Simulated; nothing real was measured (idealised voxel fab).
Module name: voxel ribs on slabs (process module)
In the cross-section labelled cut, the width is 145 nm and each square cell is 5 nm.
In what follows, cross-sections appear as grids of square cells, described through bands that run from the top down, where every band is one or more rows of cells. It is stipulated that each band's entry specify, in nanometres, the height of the top of the band and then that of its bottom, followed by the materials of the band in left-to-right sequence, each together with its width in nanometres. A single material marked by the word "full width" is understood to fill the band from edge to edge; the word "empty" is understood to denote empty space. It should be noted that heights are counted from 0, beneath which the wafer as supplied is of one material throughout, and that the lowest band possesses no lower boundary but continues downward, as written in "0 down". When a width is written as two numbers, as in "30 to 40", the first number is the width in the top row of cells of the band and the second is the width in its bottom row, and the width changes by the same amount from each row to the next. Basically "remains unaltered" means that step didn't change any cell in the cross-section. The entry titled "Closed void table" provides the empty spaces that have no open way to the top, restricted to those of 8 cells or more. Each is presented as width x height at distance, the distance being measured from the left edge, with all three in nm. It should be noted that, on the line of a given step, the content following the step's settings is a remark produced by the simulator itself with respect to that step. When a step includes a mask, the "overlay nm" setting on its line states how far to the right of its planned place that mask lay, and negative values state how far to the left.
[These are the steps we planned for the process]
1. RECEIVE (material Si)
2. DIRECTIONAL_DEP (material SiO2; thk nm 25)
3. DIRECTIONAL_DEP (material SiN; thk nm 15)
4. PATTERN (tone cover; mask id RIB; material resist; width nm 25; thk nm 20; overlay nm 0)
5. DIRECTIONAL_ETCH (etch materials SiN; depth nm 5)
6. STRIP (etch materials resist)
7. PATTERN (tone cover; mask id SLAB; material resist; width nm 85; thk nm 15; overlay nm 0)
8. DIRECTIONAL_ETCH (etch materials SiN; depth nm 10)
9. STRIP (etch materials resist)
10. FILL_DEP (material SiO2; thk nm 15)
11. CMP (height nm 50)
12. DIRECTIONAL_DEP (material W; thk nm 10)
13. PATTERN (tone cover; mask id HEATER; material resist; width nm 25; thk nm 20; overlay nm 0)
14. DIRECTIONAL_ETCH (etch materials W; depth nm 10)
15. STRIP (etch materials resist)
16. CONFORMAL_DEP (material SiO2; thk nm 5)
The plan's step 13 width nm is the first wafer's value; the wafers differ in this setting and start identical.
[Cross-section, first of several wafers, as delivered after step 1]
0 down  Si full width
Closed void table: none
[Once step 16, the last step, is complete, the module is at its end; this is the cross-section of the first of several wafers]
65 to 60  empty 55 nm | SiO2 35 nm | empty 55 nm
60 to 55  empty 55 nm | SiO2 5 nm | W 25 nm | SiO2 5 nm | empty 55 nm
55 to 50  SiO2 60 nm | W 25 nm | SiO2 60 nm
50 to 40  SiO2 full width
40 to 35  SiO2 60 nm | SiN 25 nm | SiO2 60 nm
35 to 25  SiO2 30 nm | SiN 85 nm | SiO2 30 nm
25 to 0  SiO2 full width
0 down  Si full width
Closed void table: none
[Cross-section, module end, final of several wafers]
65 to 60  empty 45 nm | SiO2 60 nm | empty 40 nm
60 to 55  empty 45 nm | SiO2 5 nm | W 50 nm | SiO2 5 nm | empty 40 nm
55 to 50  SiO2 50 nm | W 50 nm | SiO2 45 nm
50 to 40  SiO2 full width
40 to 35  SiO2 60 nm | SiN 25 nm | SiO2 60 nm
35 to 25  SiO2 30 nm | SiN 85 nm | SiO2 30 nm
25 to 0  SiO2 full width
0 down  Si full width
Closed void table: none
[Where each wafer stands at the end of the module, a row apiece: cells of each material gained (+) or lost (-) since it was received, then closed voids]
width nm 25, +39 SiN, +284 SiO2, +10 W, Closed void table: none
width nm 30, +39 SiN, +284 SiO2, +12 W, Closed void table: none
width nm 35, +39 SiN, +284 SiO2, +14 W, Closed void table: none
width nm 40, +39 SiN, +284 SiO2, +16 W, Closed void table: none
width nm 45, +39 SiN, +284 SiO2, +18 W, Closed void table: none
width nm 50, +39 SiN, +284 SiO2, +20 W, Closed void table: none
